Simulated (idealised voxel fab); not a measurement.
Process module in this document: voxel air gaps
Shown is cross-section cut, with a width of 215 nm and square cells of size 5 nm.
A cross-section in this document is a grid of square cells, and it is written down as bands, the top band listed before the ones below it; a band is made up of one or more rows of cells.
First you get the band's top height and its bottom height, in nm, and then the materials it's made of, left to right, with each width in nm. If you see a single material with "throughout", that one covers the band edge to edge. "blank" is empty space.
Heights are reckoned from 0. Under this level, the received wafer is all of one material. The bottommost band is open-ended downward, for example "0..down".
The notation "30..40" denotes a width that varies across the rows of cells in the band, beginning at the first number in the top row, finishing at the second number in the bottom row, and changing by an identical amount from each row to the next.
You'll sometimes find "stayed the same" written for a step, and that's the way of saying that nowhere in the cross-section did a cell change during that step.
You'll see "Closed void listing" listing empty spaces that have no way open to the top, as long as they're 8 cells or more; the notation is width x height at distance, where the distance is from the left edge, and all of it is in nm.
Text after the settings on a step's line: the simulator's own remark on that step.
Regarding "overlay nm": on a step with a mask, it is the distance the mask lay to the right of its planned place; a negative value places it to the left.
## Intended process steps
- 1: RECEIVE, material Si
- 2: CONFORMAL_DEP, material SiO2, thk nm 10
- 3: CONFORMAL_DEP, material SiCN, thk nm 5
- 4: DIRECTIONAL_DEP, material lowk, thk nm 40
- 5: DIRECTIONAL_DEP, material aC, thk nm 10
- 6: PATTERN, tone open, mask id LINES, material resist, width nm 20, pitch nm 50, thk nm 30, overlay nm 0
- 7: DIRECTIONAL_ETCH, etch materials aC, depth nm 10
- 8: STRIP, etch materials resist
- 9: DIRECTIONAL_ETCH, etch materials lowk, depth nm 40
- 10: STRIP, etch materials aC
- 11: CONFORMAL_DEP, material TiN, thk nm 5
- 12: FILL_DEP, material Cu, thk nm 5
- 13: CMP, height nm 55
- 14: EPI, material Ru, thk nm 10
- 15: SELECTIVE_ETCH, etch materials lowk, depth nm 50
- 16: CONFORMAL_DEP, material SiCN, thk nm 5
## First of two wafers - as planned
## Cross-sectional view of the wafer in its as-received condition, corresponding to the state after step 1
0..down  Si throughout
Closed void listing: none
## Wafer after step 2 (cross-section)
10..0  SiO2 throughout
Under the height 0 nothing was changed.
## Wafer after step 3 (cross-section)
15..10  SiCN throughout
Under the height 10 nothing was changed.
## Wafer after step 4 (cross-section)
55..15  lowk throughout
Under the height 15 nothing was changed.
## Wafer after step 5 (cross-section)
65..55  aC throughout
Under the height 55 nothing was changed.
## Wafer after step 6 (cross-section)
95..65  45 of resist, 20 of blank, 30 of resist, 20 of blank, 30 of resist, 20 of blank, 50 of resist
Under the height 65 nothing was changed.
## Wafer after step 7 (cross-section)
85..65  45 of resist, 20 of blank, 30 of resist, 20 of blank, 30 of resist, 20 of blank, 50 of resist
65..55  45 of aC, 20 of blank, 30 of aC, 20 of blank, 30 of aC, 20 of blank, 50 of aC
Under the height 55 nothing was changed.
## Wafer after step 8 (cross-section)
65..55  45 of aC, 20 of blank, 30 of aC, 20 of blank, 30 of aC, 20 of blank, 50 of aC
Under the height 55 nothing was changed.
## Wafer after step 9 (cross-section)
65..55  45 of aC, 20 of blank, 30 of aC, 20 of blank, 30 of aC, 20 of blank, 50 of aC
55..15  45 of lowk, 20 of blank, 30 of lowk, 20 of blank, 30 of lowk, 20 of blank, 50 of lowk
Under the height 15 nothing was changed.
## Wafer after step 10 (cross-section)
55..15  45 of lowk, 20 of blank, 30 of lowk, 20 of blank, 30 of lowk, 20 of blank, 50 of lowk
Under the height 15 nothing was changed.
## Wafer after step 11 (cross-section)
60..55  50 of TiN, 10 of blank, 40 of TiN, 10 of blank, 40 of TiN, 10 of blank, 55 of TiN
55..20  45 of lowk, 5 of TiN, 10 of blank, 5 of TiN, 30 of lowk, 5 of TiN, 10 of blank, 5 of TiN, 30 of lowk, 5 of TiN, 10 of blank, 5 of TiN, 50 of lowk
20..15  45 of lowk, 20 of TiN, 30 of lowk, 20 of TiN, 30 of lowk, 20 of TiN, 50 of lowk
Under the height 15 nothing was changed.
## Wafer after step 12 (cross-section)
65..60  Cu throughout
60..55  50 of TiN, 10 of Cu, 40 of TiN, 10 of Cu, 40 of TiN, 10 of Cu, 55 of TiN
55..20  45 of lowk, 5 of TiN, 10 of Cu, 5 of TiN, 30 of lowk, 5 of TiN, 10 of Cu, 5 of TiN, 30 of lowk, 5 of TiN, 10 of Cu, 5 of TiN, 50 of lowk
Under the height 20 nothing was changed.
## Wafer after step 13 (cross-section)
55..20  45 of lowk, 5 of TiN, 10 of Cu, 5 of TiN, 30 of lowk, 5 of TiN, 10 of Cu, 5 of TiN, 30 of lowk, 5 of TiN, 10 of Cu, 5 of TiN, 50 of lowk
Under the height 20 nothing was changed.
## Wafer after step 14 (cross-section)
65..55  35 of blank, 40 of Ru, 10 of blank, 40 of Ru, 10 of blank, 40 of Ru, 40 of blank
Under the height 55 nothing was changed.
## Wafer after step 15 (cross-section)
65..55  35 of blank, 40 of Ru, 10 of blank, 40 of Ru, 10 of blank, 40 of Ru, 40 of blank
55..20  45 of blank, 5 of TiN, 10 of Cu, 5 of TiN, 30 of blank, 5 of TiN, 10 of Cu, 5 of TiN, 30 of blank, 5 of TiN, 10 of Cu, 5 of TiN, 50 of blank
20..15  45 of blank, 20 of TiN, 30 of blank, 20 of TiN, 30 of blank, 20 of TiN, 50 of blank
Under the height 15 nothing was changed.
## Wafer after step 16 (cross-section)
70..65  30 of blank, 150 of SiCN, 35 of blank
65..55  30 of blank, 5 of SiCN, 40 of Ru, 10 of SiCN, 40 of Ru, 10 of SiCN, 40 of Ru, 5 of SiCN, 35 of blank
55..50  30 of blank, 15 of SiCN, 5 of TiN, 10 of Cu, 5 of TiN, 30 of SiCN, 5 of TiN, 10 of Cu, 5 of TiN, 30 of SiCN, 5 of TiN, 10 of Cu, 5 of TiN, 15 of SiCN, 35 of blank
50..20  40 of blank, 5 of SiCN, 5 of TiN, 10 of Cu, 5 of TiN, 5 of SiCN, 20 of blank, 5 of SiCN, 5 of TiN, 10 of Cu, 5 of TiN, 5 of SiCN, 20 of blank, 5 of SiCN, 5 of TiN, 10 of Cu, 5 of TiN, 5 of SiCN, 45 of blank
20..15  45 of SiCN, 20 of TiN, 30 of SiCN, 20 of TiN, 30 of SiCN, 20 of TiN, 50 of SiCN
Under the height 15 nothing was changed.
Closed void listing: 20 x 30 at 70; 20 x 30 at 120
## Here the second wafer is described. Its start and its plan were those of the first wafer. Its run contained one mistake. Up to and including step 5, it did exactly what the first wafer did
## Second wafer, cross-section, planned end of step 6
95..65  45 of blank, 20 of resist, 30 of blank, 20 of resist, 30 of blank, 20 of resist, 50 of blank
Under the height 65 nothing was changed.
## Second wafer, cross-section, planned end of step 7
85..65  45 of blank, 20 of resist, 30 of blank, 20 of resist, 30 of blank, 20 of resist, 50 of blank
65..55  45 of blank, 20 of aC, 30 of blank, 20 of aC, 30 of blank, 20 of aC, 50 of blank
Under the height 55 nothing was changed.
## Second wafer, cross-section, planned end of step 8
65..55  45 of blank, 20 of aC, 30 of blank, 20 of aC, 30 of blank, 20 of aC, 50 of blank
Under the height 55 nothing was changed.
## Second wafer, cross-section, planned end of step 9
65..55  45 of blank, 20 of aC, 30 of blank, 20 of aC, 30 of blank, 20 of aC, 50 of blank
55..15  45 of blank, 20 of lowk, 30 of blank, 20 of lowk, 30 of blank, 20 of lowk, 50 of blank
Under the height 15 nothing was changed.
## Second wafer, cross-section, planned end of step 10
55..15  45 of blank, 20 of lowk, 30 of blank, 20 of lowk, 30 of blank, 20 of lowk, 50 of blank
Under the height 15 nothing was changed.
## Second wafer, cross-section, planned end of step 11
60..55  40 of blank, 30 of TiN, 20 of blank, 30 of TiN, 20 of blank, 30 of TiN, 45 of blank
55..20  40 of blank, 5 of TiN, 20 of lowk, 5 of TiN, 20 of blank, 5 of TiN, 20 of lowk, 5 of TiN, 20 of blank, 5 of TiN, 20 of lowk, 5 of TiN, 45 of blank
20..15  45 of TiN, 20 of lowk, 30 of TiN, 20 of lowk, 30 of TiN, 20 of lowk, 50 of TiN
Under the height 15 nothing was changed.
## Second wafer, cross-section, planned end of step 12
65..60  Cu throughout
60..55  40 of Cu, 30 of TiN, 20 of Cu, 30 of TiN, 20 of Cu, 30 of TiN, 45 of Cu
55..20  40 of Cu, 5 of TiN, 20 of lowk, 5 of TiN, 20 of Cu, 5 of TiN, 20 of lowk, 5 of TiN, 20 of Cu, 5 of TiN, 20 of lowk, 5 of TiN, 45 of Cu
Under the height 20 nothing was changed.
## Second wafer, cross-section, planned end of step 13
55..20  40 of Cu, 5 of TiN, 20 of lowk, 5 of TiN, 20 of Cu, 5 of TiN, 20 of lowk, 5 of TiN, 20 of Cu, 5 of TiN, 20 of lowk, 5 of TiN, 45 of Cu
Under the height 20 nothing was changed.
## Second wafer, cross-section, planned end of step 14
65..55  Ru throughout
Under the height 55 nothing was changed.
Second wafer, cross-section, planned end of step 15: stayed the same
## Second wafer, cross-section, planned end of step 16
70..65  SiCN throughout
Under the height 65 nothing was changed.
Diagnosis: step 6 did not use the planned setting and instead ran as PATTERN, tone cover, mask id LINES, material resist, width nm 20, pitch nm 50, thk nm 30, overlay nm 0
Final wafer comparison in cells, second versus first, more or fewer per material: 133 more of Cu, 38 more of Ru, 84 fewer of SiCN, 19 more of TiN, 96 more of lowk
Upon completion, the first wafer exhibits 2 closed voids and the second wafer exhibits 0.
